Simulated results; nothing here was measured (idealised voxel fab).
The document below concerns the process module designated voxel wiring stack.
FYI the section here is cut, 300 nm wide, cells are 5 nm squares.
The cross-sections in this document take the form of a grid made of square cells. They are written out as bands, in order from top to bottom. Each band consists of one or more rows of cells. Heights first: top, then bottom, in nm. Then materials, left to right, each with a width in nm. "all across" on a single material: fills the band edge to edge. "empty": empty space. Counting heights begins at 0, where everything beneath is, in the wafer as received, one material. The lowest band has no bottom; it goes on downwards, as "0 down" shows. A width such as "30..40" changes by the same amount from each row of cells to the next, from the band's top row to its bottom row. Where a step carries "no alteration", the cross-section came out of it unchanged, cell for cell. Entry "Closed voids list". Content: empty spaces with no open connection to the top, size 8 cells or greater. Each: width x height at distance. Distance: from left edge. Unit: nm. Anything after a step's settings on that line? It's the simulator's own note about the step. The setting "overlay nm" may be written on the line of a step. When the step uses a mask, the value reports how far to the right of the planned place the mask lay, and a negative value reports that it lay to the left.

## So here's the lineup of process steps we planned
1 RECEIVE | material Si
2 CONFORMAL_DEP | material SiO2 | thk nm 15
3 CONFORMAL_DEP | material SiCN | thk nm 5
4 DIRECTIONAL_DEP | material lowk | thk nm 15
5 DIRECTIONAL_DEP | material aC | thk nm 10
6 PATTERN | tone open | mask id METAL_1 | material resist | width nm 25 | pitch nm 40 | thk nm 30 | overlay nm 0
7 DIRECTIONAL_ETCH | etch materials aC | depth nm 10
8 STRIP | etch materials resist
9 DIRECTIONAL_ETCH | etch materials lowk | depth nm 15
10 DIRECTIONAL_ETCH | etch materials SiCN | depth nm 5
11 STRIP | etch materials aC
12 CONFORMAL_DEP | material TiN | thk nm 5
13 FILL_DEP | material Ru | thk nm 10
14 CMP | height nm 35
15 EPI | material Ru | thk nm 5
16 FILL_DEP | material SiCN | thk nm 5
17 DIRECTIONAL_DEP | material lowk | thk nm 15
18 DIRECTIONAL_DEP | material aC | thk nm 10
19 PATTERN | tone open | mask id PLUG_1 | material resist | width nm 15 | pitch nm 40 | thk nm 25 | overlay nm 0
20 DIRECTIONAL_ETCH | etch materials aC | depth nm 10
21 STRIP | etch materials resist
22 DIRECTIONAL_ETCH | etch materials lowk | depth nm 15
23 DIRECTIONAL_ETCH | etch materials SiCN | depth nm 5
24 STRIP | etch materials aC
25 EPI | material Ru | thk nm 10
26 EPI | material Ru | thk nm 10
27 DIRECTIONAL_DEP | material TiN | thk nm 5
28 DIRECTIONAL_DEP | material W | thk nm 20
29 PATTERN | tone cover | mask id METAL_2 | material resist | width nm 25 | pitch nm 40 | thk nm 15 | overlay nm 0
30 DIRECTIONAL_ETCH | etch materials W | depth nm 20
31 DIRECTIONAL_ETCH | etch materials TiN | depth nm 5
32 STRIP | etch materials resist
33 FILL_DEP | material SiO2 | thk nm 5
34 CMP | height nm 85
35 CONFORMAL_DEP | material SiCN | thk nm 5
36 DIRECTIONAL_DEP | material SiO2 | thk nm 35
37 DIRECTIONAL_DEP | material aC | thk nm 15
38 PATTERN | tone open | mask id METAL_3 | material resist | width nm 25 | pitch nm 40 | thk nm 35 | overlay nm 0
39 DIRECTIONAL_ETCH | etch materials aC | depth nm 15
40 STRIP | etch materials resist
41 DIRECTIONAL_ETCH | etch materials SiO2 | depth nm 20
42 STRIP | etch materials aC
43 PATTERN | tone open | mask id METAL_3_HOLES | material resist | width nm 15 | thk nm 15 | overlay nm 0
44 DIRECTIONAL_ETCH | etch materials SiO2 | depth nm 15
45 DIRECTIONAL_ETCH | etch materials SiCN | depth nm 5
46 STRIP | etch materials resist
47 CONFORMAL_DEP | material TiN | thk nm 5
48 FILL_DEP | material Ru | thk nm 10
49 CMP | height nm 125
50 CONFORMAL_DEP | material SiCN | thk nm 5
51 DIRECTIONAL_DEP | material lowk | thk nm 25
52 PATTERN | tone open | mask id METAL_4_HOLES | material resist | width nm 15 | pitch nm 40 | thk nm 20 | overlay nm 0
53 DIRECTIONAL_ETCH | etch materials lowk | depth nm 25
54 STRIP | etch materials resist
55 PATTERN | tone open | mask id METAL_4 | material resist | width nm 25 | pitch nm 40 | thk nm 20 | overlay nm 0
56 DIRECTIONAL_ETCH | etch materials lowk | depth nm 15
57 DIRECTIONAL_ETCH | etch materials SiCN | depth nm 5
58 STRIP | etch materials resist
59 CONFORMAL_DEP | material TiN | thk nm 5
60 FILL_DEP | material Cu | thk nm 5
61 CMP | height nm 155
62 CONFORMAL_DEP | material SiCN | thk nm 5

## The following pertains to the first of two wafers, which was processed as planned

## As-received wafer cross-section (after step 1)
> 0 down: Si all across
> Closed voids list: none

## Take a look at the wafer's cross-section after step 2
> 15 to 0: SiO2 all across
> Everything under 0 stays put, no change at all.

## Take a look at the wafer's cross-section after step 3
> 20 to 15: SiCN all across
> Everything under 15 stays put, no change at all.

## Take a look at the wafer's cross-section after step 4
> 35 to 20: lowk all across
> Everything under 20 stays put, no change at all.

## Take a look at the wafer's cross-section after step 5
> 45 to 35: aC all across
> Everything under 35 stays put, no change at all.

## Take a look at the wafer's cross-section after step 6
> 75 to 45: 115 resist / 25 empty / 15 resist / 25 empty / 120 resist
> Everything under 45 stays put, no change at all.

## Take a look at the wafer's cross-section after step 7
> 65 to 45: 115 resist / 25 empty / 15 resist / 25 empty / 120 resist
> 45 to 35: 115 aC / 25 empty / 15 aC / 25 empty / 120 aC
> Everything under 35 stays put, no change at all.

## Take a look at the wafer's cross-section after step 8
> 45 to 35: 115 aC / 25 empty / 15 aC / 25 empty / 120 aC
> Everything under 35 stays put, no change at all.

## Take a look at the wafer's cross-section after step 9
> 45 to 35: 115 aC / 25 empty / 15 aC / 25 empty / 120 aC
> 35 to 20: 115 lowk / 25 empty / 15 lowk / 25 empty / 120 lowk
> Everything under 20 stays put, no change at all.

## Take a look at the wafer's cross-section after step 10
> 45 to 35: 115 aC / 25 empty / 15 aC / 25 empty / 120 aC
> 35 to 20: 115 lowk / 25 empty / 15 lowk / 25 empty / 120 lowk
> 20 to 15: 115 SiCN / 25 empty / 15 SiCN / 25 empty / 120 SiCN
> Everything under 15 stays put, no change at all.

## Take a look at the wafer's cross-section after step 11
> 35 to 20: 115 lowk / 25 empty / 15 lowk / 25 empty / 120 lowk
> Everything under 20 stays put, no change at all.

## Take a look at the wafer's cross-section after step 12
> 40 to 35: 120 TiN / 15 empty / 25 TiN / 15 empty / 125 TiN
> 35 to 20: 115 lowk / 5 TiN / 15 empty / 5 TiN / 15 lowk / 5 TiN / 15 empty / 5 TiN / 120 lowk
> 20 to 15: 115 SiCN / 25 TiN / 15 SiCN / 25 TiN / 120 SiCN
> Everything under 15 stays put, no change at all.

## Take a look at the wafer's cross-section after step 13
> 50 to 40: Ru all across
> 40 to 35: 120 TiN / 15 Ru / 25 TiN / 15 Ru / 125 TiN
> 35 to 20: 115 lowk / 5 TiN / 15 Ru / 5 TiN / 15 lowk / 5 TiN / 15 Ru / 5 TiN / 120 lowk
> Everything under 20 stays put, no change at all.

## Take a look at the wafer's cross-section after step 14
> 35 to 20: 115 lowk / 5 TiN / 15 Ru / 5 TiN / 15 lowk / 5 TiN / 15 Ru / 5 TiN / 120 lowk
> Everything under 20 stays put, no change at all.

## Take a look at the wafer's cross-section after step 15
> 40 to 35: 110 empty / 35 Ru / 5 empty / 35 Ru / 115 empty
> Everything under 35 stays put, no change at all.

## Take a look at the wafer's cross-section after step 16
> 45 to 40: SiCN all across
> 40 to 35: 110 SiCN / 35 Ru / 5 SiCN / 35 Ru / 115 SiCN
> Everything under 35 stays put, no change at all.

## Take a look at the wafer's cross-section after step 17
> 60 to 45: lowk all across
> Everything under 45 stays put, no change at all.

## Take a look at the wafer's cross-section after step 18
> 70 to 60: aC all across
> Everything under 60 stays put, no change at all.

## Take a look at the wafer's cross-section after step 19
> 95 to 70: 115 resist / 15 empty / 25 resist / 15 empty / 130 resist
> Everything under 70 stays put, no change at all.

## Take a look at the wafer's cross-section after step 20
> 85 to 70: 115 resist / 15 empty / 25 resist / 15 empty / 130 resist
> 70 to 60: 115 aC / 15 empty / 25 aC / 15 empty / 130 aC
> Everything under 60 stays put, no change at all.

## Take a look at the wafer's cross-section after step 21
> 70 to 60: 115 aC / 15 empty / 25 aC / 15 empty / 130 aC
> Everything under 60 stays put, no change at all.

## Take a look at the wafer's cross-section after step 22
> 70 to 60: 115 aC / 15 empty / 25 aC / 15 empty / 130 aC
> 60 to 45: 115 lowk / 15 empty / 25 lowk / 15 empty / 130 lowk
> Everything under 45 stays put, no change at all.

## Take a look at the wafer's cross-section after step 23
> 70 to 60: 115 aC / 15 empty / 25 aC / 15 empty / 130 aC
> 60 to 45: 115 lowk / 15 empty / 25 lowk / 15 empty / 130 lowk
> 45 to 40: 115 SiCN / 15 empty / 25 SiCN / 15 empty / 130 SiCN
> Everything under 40 stays put, no change at all.

## Take a look at the wafer's cross-section after step 24
> 60 to 45: 115 lowk / 15 empty / 25 lowk / 15 empty / 130 lowk
> Everything under 45 stays put, no change at all.

## Take a look at the wafer's cross-section after step 25
> 60 to 50: 115 lowk / 15 empty / 25 lowk / 15 empty / 130 lowk
> 50 to 45: 115 lowk / 15 Ru / 25 lowk / 15 Ru / 130 lowk
> 45 to 35: 115..110 SiCN / 15..35 Ru / 25..5 SiCN / 15..35 Ru / 130..115 SiCN
> Everything under 35 stays put, no change at all.

## Take a look at the wafer's cross-section after step 26
> 60 to 45: 115 lowk / 15 Ru / 25 lowk / 15 Ru / 130 lowk
> Everything under 45 stays put, no change at all.

## Take a look at the wafer's cross-section after step 27
> 65 to 60: TiN all across
> Everything under 60 stays put, no change at all.

## Take a look at the wafer's cross-section after step 28
> 85 to 65: W all across
> Everything under 65 stays put, no change at all.

## Take a look at the wafer's cross-section after step 29
> 100 to 85: 115 empty / 25 resist / 15 empty / 25 resist / 120 empty
> Everything under 85 stays put, no change at all.

## Take a look at the wafer's cross-section after step 30
> 100 to 85: 115 empty / 25 resist / 15 empty / 25 resist / 120 empty
> 85 to 65: 115 empty / 25 W / 15 empty / 25 W / 120 empty
> Everything under 65 stays put, no change at all.

## Take a look at the wafer's cross-section after step 31
> 100 to 85: 115 empty / 25 resist / 15 empty / 25 resist / 120 empty
> 85 to 65: 115 empty / 25 W / 15 empty / 25 W / 120 empty
> 65 to 60: 115 empty / 25 TiN / 15 empty / 25 TiN / 120 empty
> Everything under 60 stays put, no change at all.

## Take a look at the wafer's cross-section after step 32
> 85 to 65: 115 empty / 25 W / 15 empty / 25 W / 120 empty
> Everything under 65 stays put, no change at all.

## Take a look at the wafer's cross-section after step 33
> 90 to 85: SiO2 all across
> 85 to 65: 115 SiO2 / 25 W / 15 SiO2 / 25 W / 120 SiO2
> 65 to 60: 115 SiO2 / 25 TiN / 15 SiO2 / 25 TiN / 120 SiO2
> Everything under 60 stays put, no change at all.

## Take a look at the wafer's cross-section after step 34
> 85 to 65: 115 SiO2 / 25 W / 15 SiO2 / 25 W / 120 SiO2
> Everything under 65 stays put, no change at all.

## Take a look at the wafer's cross-section after step 35
> 90 to 85: SiCN all across
> Everything under 85 stays put, no change at all.

## Take a look at the wafer's cross-section after step 36
> 125 to 90: SiO2 all across
> Everything under 90 stays put, no change at all.

## Take a look at the wafer's cross-section after step 37
> 140 to 125: aC all across
> Everything under 125 stays put, no change at all.

## Take a look at the wafer's cross-section after step 38
> 175 to 140: 115 resist / 25 empty / 15 resist / 25 empty / 120 resist
> Everything under 140 stays put, no change at all.

## Take a look at the wafer's cross-section after step 39
> 160 to 140: 115 resist / 25 empty / 15 resist / 25 empty / 120 resist
> 140 to 125: 115 aC / 25 empty / 15 aC / 25 empty / 120 aC
> Everything under 125 stays put, no change at all.

## Take a look at the wafer's cross-section after step 40
> 140 to 125: 115 aC / 25 empty / 15 aC / 25 empty / 120 aC
> Everything under 125 stays put, no change at all.

## Take a look at the wafer's cross-section after step 41
> 140 to 125: 115 aC / 25 empty / 15 aC / 25 empty / 120 aC
> 125 to 105: 115 SiO2 / 25 empty / 15 SiO2 / 25 empty / 120 SiO2
> Everything under 105 stays put, no change at all.

## Take a look at the wafer's cross-section after step 42
> 125 to 105: 115 SiO2 / 25 empty / 15 SiO2 / 25 empty / 120 SiO2
> Everything under 105 stays put, no change at all.

## Take a look at the wafer's cross-section after step 43
> 140 to 125: 115 resist / 15 empty / 170 resist
> 125 to 105: 115 SiO2 / 15 empty / 10 resist / 15 SiO2 / 25 resist / 120 SiO2
> Everything under 105 stays put, no change at all.

## Take a look at the wafer's cross-section after step 44
> 140 to 125: 115 resist / 15 empty / 170 resist
> 125 to 105: 115 SiO2 / 15 empty / 10 resist / 15 SiO2 / 25 resist / 120 SiO2
> 105 to 90: 115 SiO2 / 15 empty / 170 SiO2
> Everything under 90 stays put, no change at all.

## Take a look at the wafer's cross-section after step 45
> 140 to 125: 115 resist / 15 empty / 170 resist
> 125 to 105: 115 SiO2 / 15 empty / 10 resist / 15 SiO2 / 25 resist / 120 SiO2
> 105 to 90: 115 SiO2 / 15 empty / 170 SiO2
> 90 to 85: 115 SiCN / 15 empty / 170 SiCN
> Everything under 85 stays put, no change at all.

## Take a look at the wafer's cross-section after step 46
> 125 to 105: 115 SiO2 / 25 empty / 15 SiO2 / 25 empty / 120 SiO2
> Everything under 105 stays put, no change at all.

## Take a look at the wafer's cross-section after step 47
> 130 to 125: 120 TiN / 15 empty / 25 TiN / 15 empty / 125 TiN
> 125 to 110: 115 SiO2 / 5 TiN / 15 empty / 5 TiN / 15 SiO2 / 5 TiN / 15 empty / 5 TiN / 120 SiO2
> 110 to 105: 115 SiO2 / 5 TiN / 5 empty / 15 TiN / 15 SiO2 / 25 TiN / 120 SiO2
> 105 to 90: 115 SiO2 / 5 TiN / 5 empty / 5 TiN / 170 SiO2
> 90 to 85: 115 SiCN / 15 TiN / 170 SiCN
> Everything under 85 stays put, no change at all.

## Take a look at the wafer's cross-section after step 48
> 140 to 130: Ru all across
> 130 to 125: 120 TiN / 15 Ru / 25 TiN / 15 Ru / 125 TiN
> 125 to 110: 115 SiO2 / 5 TiN / 15 Ru / 5 TiN / 15 SiO2 / 5 TiN / 15 Ru / 5 TiN / 120 SiO2
> 110 to 105: 115 SiO2 / 5 TiN / 5 Ru / 15 TiN / 15 SiO2 / 25 TiN / 120 SiO2
> 105 to 90: 115 SiO2 / 5 TiN / 5 Ru / 5 TiN / 170 SiO2
> Everything under 90 stays put, no change at all.

## Take a look at the wafer's cross-section after step 49
> 125 to 110: 115 SiO2 / 5 TiN / 15 Ru / 5 TiN / 15 SiO2 / 5 TiN / 15 Ru / 5 TiN / 120 SiO2
> Everything under 110 stays put, no change at all.

## Take a look at the wafer's cross-section after step 50
> 130 to 125: SiCN all across
> Everything under 125 stays put, no change at all.

## Take a look at the wafer's cross-section after step 51
> 155 to 130: lowk all across
> Everything under 130 stays put, no change at all.

## Take a look at the wafer's cross-section after step 52
> 175 to 155: 115 resist / 15 empty / 25 resist / 15 empty / 130 resist
> Everything under 155 stays put, no change at all.

## Take a look at the wafer's cross-section after step 53
> 175 to 155: 115 resist / 15 empty / 25 resist / 15 empty / 130 resist
> 155 to 130: 115 lowk / 15 empty / 25 lowk / 15 empty / 130 lowk
> Everything under 130 stays put, no change at all.

## Take a look at the wafer's cross-section after step 54
> 155 to 130: 115 lowk / 15 empty / 25 lowk / 15 empty / 130 lowk
> Everything under 130 stays put, no change at all.

## Take a look at the wafer's cross-section after step 55
> 175 to 155: 115 resist / 25 empty / 15 resist / 25 empty / 120 resist
> Everything under 155 stays put, no change at all.

## Take a look at the wafer's cross-section after step 56
> 175 to 155: 115 resist / 25 empty / 15 resist / 25 empty / 120 resist
> 155 to 140: 115 lowk / 25 empty / 15 lowk / 25 empty / 120 lowk
> Everything under 140 stays put, no change at all.

## Take a look at the wafer's cross-section after step 57
> 175 to 155: 115 resist / 25 empty / 15 resist / 25 empty / 120 resist
> 155 to 140: 115 lowk / 25 empty / 15 lowk / 25 empty / 120 lowk
> 140 to 130: 115 lowk / 15 empty / 25 lowk / 15 empty / 130 lowk
> 130 to 125: 115 SiCN / 15 empty / 25 SiCN / 15 empty / 130 SiCN
> Everything under 125 stays put, no change at all.

## Take a look at the wafer's cross-section after step 58
> 155 to 140: 115 lowk / 25 empty / 15 lowk / 25 empty / 120 lowk
> Everything under 140 stays put, no change at all.

## Take a look at the wafer's cross-section after step 59
> 160 to 155: 120 TiN / 15 empty / 25 TiN / 15 empty / 125 TiN
> 155 to 145: 115 lowk / 5 TiN / 15 empty / 5 TiN / 15 lowk / 5 TiN / 15 empty / 5 TiN / 120 lowk
> 145 to 140: 115 lowk / 5 TiN / 5 empty / 15 TiN / 15 lowk / 5 TiN / 5 empty / 15 TiN / 120 lowk
> 140 to 130: 115 lowk / 5 TiN / 5 empty / 5 TiN / 25 lowk / 5 TiN / 5 empty / 5 TiN / 130 lowk
> 130 to 125: 115 SiCN / 15 TiN / 25 SiCN / 15 TiN / 130 SiCN
> Everything under 125 stays put, no change at all.

## Take a look at the wafer's cross-section after step 60
> 165 to 160: Cu all across
> 160 to 155: 120 TiN / 15 Cu / 25 TiN / 15 Cu / 125 TiN
> 155 to 145: 115 lowk / 5 TiN / 15 Cu / 5 TiN / 15 lowk / 5 TiN / 15 Cu / 5 TiN / 120 lowk
> 145 to 140: 115 lowk / 5 TiN / 5 Cu / 15 TiN / 15 lowk / 5 TiN / 5 Cu / 15 TiN / 120 lowk
> 140 to 130: 115 lowk / 5 TiN / 5 Cu / 5 TiN / 25 lowk / 5 TiN / 5 Cu / 5 TiN / 130 lowk
> Everything under 130 stays put, no change at all.

## Take a look at the wafer's cross-section after step 61
> 155 to 145: 115 lowk / 5 TiN / 15 Cu / 5 TiN / 15 lowk / 5 TiN / 15 Cu / 5 TiN / 120 lowk
> Everything under 145 stays put, no change at all.

## Take a look at the wafer's cross-section after step 62
> 160 to 155: SiCN all across
> Everything under 155 stays put, no change at all.

## Notes, second wafer: start = first wafer's, plan = first wafer's, execution had one mistake; history identical to first through step 24

## Second wafer, cut view, end of step 26 per plan
> 60 to 50: 115 lowk / 15 empty / 25 lowk / 15 empty / 130 lowk
> 50 to 45: 115 lowk / 15 Ru / 25 lowk / 15 Ru / 130 lowk
> 45 to 35: 115..110 SiCN / 15..35 Ru / 25..5 SiCN / 15..35 Ru / 130..115 SiCN
> Everything under 35 stays put, no change at all.

## Second wafer, cut view, end of step 27 per plan
> 65 to 60: 115 TiN / 15 empty / 25 TiN / 15 empty / 130 TiN
> 60 to 55: 115 lowk / 15 empty / 25 lowk / 15 empty / 130 lowk
> 55 to 50: 115 lowk / 15 TiN / 25 lowk / 15 TiN / 130 lowk
> Everything under 50 stays put, no change at all.

## Second wafer, cut view, end of step 28 per plan
> 85 to 75: 115 W / 15 empty / 25 W / 15 empty / 130 W
> 75 to 65: W all across
> 65 to 60: 115 TiN / 15 W / 25 TiN / 15 W / 130 TiN
> 60 to 55: 115 lowk / 15 W / 25 lowk / 15 W / 130 lowk
> Everything under 55 stays put, no change at all.

## Second wafer, cut view, end of step 29 per plan
> 100 to 85: 115 empty / 25 resist / 15 empty / 25 resist / 120 empty
> 85 to 75: 115 W / 15 resist / 25 W / 15 resist / 130 W
> Everything under 75 stays put, no change at all.

## Second wafer, cut view, end of step 30 per plan
> 100 to 85: 115 empty / 25 resist / 15 empty / 25 resist / 120 empty
> 85 to 75: 115 empty / 15 resist / 10 W / 15 empty / 15 resist / 10 W / 120 empty
> 75 to 65: 115 empty / 25 W / 15 empty / 25 W / 120 empty
> Everything under 65 stays put, no change at all.

## Second wafer, cut view, end of step 31 per plan
> 100 to 85: 115 empty / 25 resist / 15 empty / 25 resist / 120 empty
> 85 to 75: 115 empty / 15 resist / 10 W / 15 empty / 15 resist / 10 W / 120 empty
> 75 to 65: 115 empty / 25 W / 15 empty / 25 W / 120 empty
> 65 to 60: 115 empty / 15 W / 10 TiN / 15 empty / 15 W / 10 TiN / 120 empty
> Everything under 60 stays put, no change at all.

## Second wafer, cut view, end of step 32 per plan
> 85 to 75: 130 empty / 10 W / 30 empty / 10 W / 120 empty
> Everything under 75 stays put, no change at all.

## Second wafer, cut view, end of step 33 per plan
> 90 to 85: SiO2 all across
> 85 to 75: 130 SiO2 / 10 W / 30 SiO2 / 10 W / 120 SiO2
> 75 to 65: 115 SiO2 / 25 W / 15 SiO2 / 25 W / 120 SiO2
> 65 to 60: 115 SiO2 / 15 W / 10 TiN / 15 SiO2 / 15 W / 10 TiN / 120 SiO2
> Everything under 60 stays put, no change at all.

## Second wafer, cut view, end of step 34 per plan
> 85 to 75: 130 SiO2 / 10 W / 30 SiO2 / 10 W / 120 SiO2
> Everything under 75 stays put, no change at all.

## Second wafer, cut view, end of step 35 per plan
> 90 to 85: SiCN all across
> Everything under 85 stays put, no change at all.

## Second wafer, cut view, end of step 36 per plan
> 125 to 90: SiO2 all across
> Everything under 90 stays put, no change at all.

## Second wafer, cut view, end of step 37 per plan
> 140 to 125: aC all across
> Everything under 125 stays put, no change at all.

## Second wafer, cut view, end of step 38 per plan
> 175 to 140: 115 resist / 25 empty / 15 resist / 25 empty / 120 resist
> Everything under 140 stays put, no change at all.

## Second wafer, cut view, end of step 39 per plan
> 160 to 140: 115 resist / 25 empty / 15 resist / 25 empty / 120 resist
> 140 to 125: 115 aC / 25 empty / 15 aC / 25 empty / 120 aC
> Everything under 125 stays put, no change at all.

## Second wafer, cut view, end of step 40 per plan
> 140 to 125: 115 aC / 25 empty / 15 aC / 25 empty / 120 aC
> Everything under 125 stays put, no change at all.

## Second wafer, cut view, end of step 41 per plan
> 140 to 125: 115 aC / 25 empty / 15 aC / 25 empty / 120 aC
> 125 to 105: 115 SiO2 / 25 empty / 15 SiO2 / 25 empty / 120 SiO2
> Everything under 105 stays put, no change at all.

## Second wafer, cut view, end of step 42 per plan
> 125 to 105: 115 SiO2 / 25 empty / 15 SiO2 / 25 empty / 120 SiO2
> Everything under 105 stays put, no change at all.

## Second wafer, cut view, end of step 43 per plan
> 140 to 125: 115 resist / 15 empty / 170 resist
> 125 to 105: 115 SiO2 / 15 empty / 10 resist / 15 SiO2 / 25 resist / 120 SiO2
> Everything under 105 stays put, no change at all.

## Second wafer, cut view, end of step 44 per plan
> 140 to 125: 115 resist / 15 empty / 170 resist
> 125 to 105: 115 SiO2 / 15 empty / 10 resist / 15 SiO2 / 25 resist / 120 SiO2
> 105 to 90: 115 SiO2 / 15 empty / 170 SiO2
> Everything under 90 stays put, no change at all.

## Second wafer, cut view, end of step 45 per plan
> 140 to 125: 115 resist / 15 empty / 170 resist
> 125 to 105: 115 SiO2 / 15 empty / 10 resist / 15 SiO2 / 25 resist / 120 SiO2
> 105 to 90: 115 SiO2 / 15 empty / 170 SiO2
> 90 to 85: 115 SiCN / 15 empty / 170 SiCN
> Everything under 85 stays put, no change at all.

## Second wafer, cut view, end of step 46 per plan
> 125 to 105: 115 SiO2 / 25 empty / 15 SiO2 / 25 empty / 120 SiO2
> Everything under 105 stays put, no change at all.

## Second wafer, cut view, end of step 47 per plan
> 130 to 125: 120 TiN / 15 empty / 25 TiN / 15 empty / 125 TiN
> 125 to 110: 115 SiO2 / 5 TiN / 15 empty / 5 TiN / 15 SiO2 / 5 TiN / 15 empty / 5 TiN / 120 SiO2
> 110 to 105: 115 SiO2 / 5 TiN / 5 empty / 15 TiN / 15 SiO2 / 25 TiN / 120 SiO2
> 105 to 90: 115 SiO2 / 5 TiN / 5 empty / 5 TiN / 170 SiO2
> 90 to 85: 115 SiCN / 15 TiN / 170 SiCN
> Everything under 85 stays put, no change at all.

## Second wafer, cut view, end of step 48 per plan
> 140 to 130: Ru all across
> 130 to 125: 120 TiN / 15 Ru / 25 TiN / 15 Ru / 125 TiN
> 125 to 110: 115 SiO2 / 5 TiN / 15 Ru / 5 TiN / 15 SiO2 / 5 TiN / 15 Ru / 5 TiN / 120 SiO2
> 110 to 105: 115 SiO2 / 5 TiN / 5 Ru / 15 TiN / 15 SiO2 / 25 TiN / 120 SiO2
> 105 to 90: 115 SiO2 / 5 TiN / 5 Ru / 5 TiN / 170 SiO2
> Everything under 90 stays put, no change at all.

## Second wafer, cut view, end of step 49 per plan
> 125 to 110: 115 SiO2 / 5 TiN / 15 Ru / 5 TiN / 15 SiO2 / 5 TiN / 15 Ru / 5 TiN / 120 SiO2
> Everything under 110 stays put, no change at all.

## Second wafer, cut view, end of step 50 per plan
> 130 to 125: SiCN all across
> Everything under 125 stays put, no change at all.

## Second wafer, cut view, end of step 51 per plan
> 155 to 130: lowk all across
> Everything under 130 stays put, no change at all.

## Second wafer, cut view, end of step 52 per plan
> 175 to 155: 115 resist / 15 empty / 25 resist / 15 empty / 130 resist
> Everything under 155 stays put, no change at all.

## Second wafer, cut view, end of step 53 per plan
> 175 to 155: 115 resist / 15 empty / 25 resist / 15 empty / 130 resist
> 155 to 130: 115 lowk / 15 empty / 25 lowk / 15 empty / 130 lowk
> Everything under 130 stays put, no change at all.

## Second wafer, cut view, end of step 54 per plan
> 155 to 130: 115 lowk / 15 empty / 25 lowk / 15 empty / 130 lowk
> Everything under 130 stays put, no change at all.

## Second wafer, cut view, end of step 55 per plan
> 175 to 155: 115 resist / 25 empty / 15 resist / 25 empty / 120 resist
> Everything under 155 stays put, no change at all.

## Second wafer, cut view, end of step 56 per plan
> 175 to 155: 115 resist / 25 empty / 15 resist / 25 empty / 120 resist
> 155 to 140: 115 lowk / 25 empty / 15 lowk / 25 empty / 120 lowk
> Everything under 140 stays put, no change at all.

## Second wafer, cut view, end of step 57 per plan
> 175 to 155: 115 resist / 25 empty / 15 resist / 25 empty / 120 resist
> 155 to 140: 115 lowk / 25 empty / 15 lowk / 25 empty / 120 lowk
> 140 to 130: 115 lowk / 15 empty / 25 lowk / 15 empty / 130 lowk
> 130 to 125: 115 SiCN / 15 empty / 25 SiCN / 15 empty / 130 SiCN
> Everything under 125 stays put, no change at all.

## Second wafer, cut view, end of step 58 per plan
> 155 to 140: 115 lowk / 25 empty / 15 lowk / 25 empty / 120 lowk
> Everything under 140 stays put, no change at all.

## Second wafer, cut view, end of step 59 per plan
> 160 to 155: 120 TiN / 15 empty / 25 TiN / 15 empty / 125 TiN
> 155 to 145: 115 lowk / 5 TiN / 15 empty / 5 TiN / 15 lowk / 5 TiN / 15 empty / 5 TiN / 120 lowk
> 145 to 140: 115 lowk / 5 TiN / 5 empty / 15 TiN / 15 lowk / 5 TiN / 5 empty / 15 TiN / 120 lowk
> 140 to 130: 115 lowk / 5 TiN / 5 empty / 5 TiN / 25 lowk / 5 TiN / 5 empty / 5 TiN / 130 lowk
> 130 to 125: 115 SiCN / 15 TiN / 25 SiCN / 15 TiN / 130 SiCN
> Everything under 125 stays put, no change at all.

## Second wafer, cut view, end of step 60 per plan
> 165 to 160: Cu all across
> 160 to 155: 120 TiN / 15 Cu / 25 TiN / 15 Cu / 125 TiN
> 155 to 145: 115 lowk / 5 TiN / 15 Cu / 5 TiN / 15 lowk / 5 TiN / 15 Cu / 5 TiN / 120 lowk
> 145 to 140: 115 lowk / 5 TiN / 5 Cu / 15 TiN / 15 lowk / 5 TiN / 5 Cu / 15 TiN / 120 lowk
> 140 to 130: 115 lowk / 5 TiN / 5 Cu / 5 TiN / 25 lowk / 5 TiN / 5 Cu / 5 TiN / 130 lowk
> Everything under 130 stays put, no change at all.

## Second wafer, cut view, end of step 61 per plan
> 155 to 145: 115 lowk / 5 TiN / 15 Cu / 5 TiN / 15 lowk / 5 TiN / 15 Cu / 5 TiN / 120 lowk
> Everything under 145 stays put, no change at all.

## Second wafer, cut view, end of step 62 per plan
> 160 to 155: SiCN all across
> Everything under 155 stays put, no change at all.
Deviation from plan: one of the like steps 25 and 26 was not carried out, but which of them is unknowable
Final tally in cells, some materials are higher or lower on the second wafer than on the first: -12 Ru | +12 SiO2
